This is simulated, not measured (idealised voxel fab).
You're looking at the process module voxel self aligned vias.
This is section cut - it's 210 nm across, gridded in 5 nm square cells.
Throughout this document, each cross-section is represented as a grid of square cells and is presented as a sequence of bands enumerated from the top downward, where a band comprises one or more rows of cells. Top, bottom (nm), then materials left to right with widths (nm); lone material tagged "full width" fills the whole band edge to edge; "empty" = empty space. All heights in this document are referenced to 0, defined as the level beneath which the wafer, as received, consists entirely of one material. The lowest band is not bounded below; it extends indefinitely downward and is written in the form "from 0 down". When a width is written as two numbers, as in "30->40", the first number is the width in the top row of cells of the band and the second is the width in its bottom row, and the width changes by the same amount from each row to the next. Reading "no change occurred" for a step: not a cell of the cross-section changed in it. Voids not open to the top, 8 cells minimum: see "Fully sealed voids". Written width x height at distance; distance is from the left edge; nm. Anything after a step's settings on that line? It's the simulator's own note about the step. overlay nm: where the mask lay relative to plan, measured to the right, on steps with a mask; negatives go left.

PLANNED PROCESS STEPS
1 RECEIVE with material Si
2 CONFORMAL_DEP with material SiO2, thk nm 15
3 CONFORMAL_DEP with material SiCN, thk nm 5
4 DIRECTIONAL_DEP with material lowk, thk nm 25
5 PATTERN with tone open, mask id LINES, material resist, width nm 25, pitch nm 50, thk nm 20, overlay nm 0
6 DIRECTIONAL_ETCH with etch materials lowk, depth nm 25
7 STRIP with etch materials resist
8 CONFORMAL_DEP with material TiN, thk nm 5
9 FILL_DEP with material Ru, thk nm 5
10 CMP with height nm 45
11 SELECTIVE_ETCH with etch materials W Ru TiN, depth nm 5
12 FILL_DEP with material SiN, thk nm 10
13 CMP with height nm 45
14 DIRECTIONAL_DEP with material lowk, thk nm 15
15 PATTERN with tone open, mask id VIAS, material resist, width nm 35, pitch nm 100, thk nm 20, overlay nm 0
16 DIRECTIONAL_ETCH with etch materials lowk, depth nm 15
17 DIRECTIONAL_ETCH with etch materials SiN, depth nm 5
18 STRIP with etch materials resist
19 CONFORMAL_DEP with material TiN, thk nm 5
20 FILL_DEP with material Ru, thk nm 5
21 CMP with height nm 60
22 CONFORMAL_DEP with material SiN, thk nm 5

CROSS-SECTION OF THE INCOMING WAFER, STATE AFTER STEP 1
	from 0 down = Si full width
	Fully sealed voids: none

WAFER AT MODULE END, IN SECTION. BEGAN AS ABOVE, PLANNED AS ABOVE, RUN WITH ONE MISTAKE
	from 65 to 60 = SiN full width
	from 60 to 50 = lowk (35), then TiN (5), then Ru (25), then TiN (5), then lowk (65), then TiN (5), then Ru (25), then TiN (5), then lowk (40)
	from 50 to 45 = lowk (35), then TiN (10), then Ru (15), then TiN (10), then lowk (65), then TiN (10), then Ru (15), then TiN (10), then lowk (40)
	from 45 to 40 = lowk (40), then TiN (25), then lowk (25), then SiN (25), then lowk (25), then TiN (25), then lowk (45)
	from 40 to 35 = lowk (40), then TiN (25), then lowk (25), then TiN (25), then lowk (25), then TiN (25), then lowk (45)
	from 35 to 30 = SiCN full width
	from 30 to 0 = SiO2 full width
	from 0 down = Si full width
	Fully sealed voids: none
What was done differently from what was planned? step 2 from the plan got run twice
